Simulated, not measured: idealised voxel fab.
Process module, titled voxel spacer lines
Each square cell in cross-section cut measures 5 nm, and the section as a whole is 225 nm wide.
A cross-section is written here as square cells arranged in a grid, and it is given in bands from the top down, each band taking up one or more rows of cells. First you get the band's top height and its bottom height, in nm, and then the materials it's made of, left to right, with each width in nm. If you see a single material with "everywhere", that one covers the band edge to edge. "air" is empty space. Beneath 0, the wafer as received is one material, and that level is where height counting begins. The lowest band goes on downward without a bottom; it is written like "top 0, no bottom". Think of "30 to 40" as a width that walks from the first number to the second as you go down the band, top row to bottom row, taking equal-sized steps from row to row. "no alterations made", as given for a step, is the statement that not any cell of the cross-section underwent a change during that step. Reported under the label "Closed void table" are the empty spaces having no open way to the top and comprising 8 cells or more; the notation for each is width x height at distance, in which the distance is measured from the left edge and all three values are in nm. That trailing text on a step's line, after the settings, is the simulator's own remark on the step. "overlay nm" denotes, for a step that has a mask, the displacement of the mask to the right of its planned place, with negative values corresponding to the left.

[Process steps foreseen in the plan]
- 1: RECEIVE [material Si]
- 2: CONFORMAL_DEP [material SiO2] [thk nm 5]
- 3: DIRECTIONAL_DEP [material polySi] [thk nm 20]
- 4: DIRECTIONAL_DEP [material aC] [thk nm 25]
- 5: PATTERN [tone cover] [mask id MANDREL] [material resist] [width nm 15] [pitch nm 60] [thk nm 30] [overlay nm 0]
- 6: DIRECTIONAL_ETCH [etch materials aC] [depth nm 25]
- 7: STRIP [etch materials resist]
- 8: CONFORMAL_DEP [material SiN] [thk nm 15]
- 9: DIRECTIONAL_ETCH [etch materials SiN] [depth nm 15]
- 10: STRIP [etch materials aC]
- 11: DIRECTIONAL_ETCH [etch materials polySi] [depth nm 20]
- 12: STRIP [etch materials SiN]

[Cross-sectional view of the wafer in its as-received condition, corresponding to the state after step 1]
top 0, no bottom = Si everywhere
Closed void table: none

[Post-module cross-section of the first of two wafers (run per plan)]
top 25, bottom 5 = air (60); polySi (15); air (15); polySi (15); air (15); polySi (15); air (15); polySi (15); air (60)
top 5, bottom 0 = SiO2 everywhere
top 0, no bottom = Si everywhere
Closed void table: none

[Wafer two, sectioned after the module: the first wafer's start, the first wafer's plan, and one mistake in how it was run]
top 45, bottom 25 = air (60); polySi (15); air (15); polySi (15); air (15); polySi (15); air (15); polySi (15); air (60)
top 25, bottom 5 = polySi everywhere
top 5, bottom 0 = SiO2 everywhere
top 0, no bottom = Si everywhere
Closed void table: none
Finding, execution versus plan: step 3, plan: ran twice
Once processing is complete, comparing cell counts shows that the second wafer has more or fewer of certain materials than the first: polySi +180
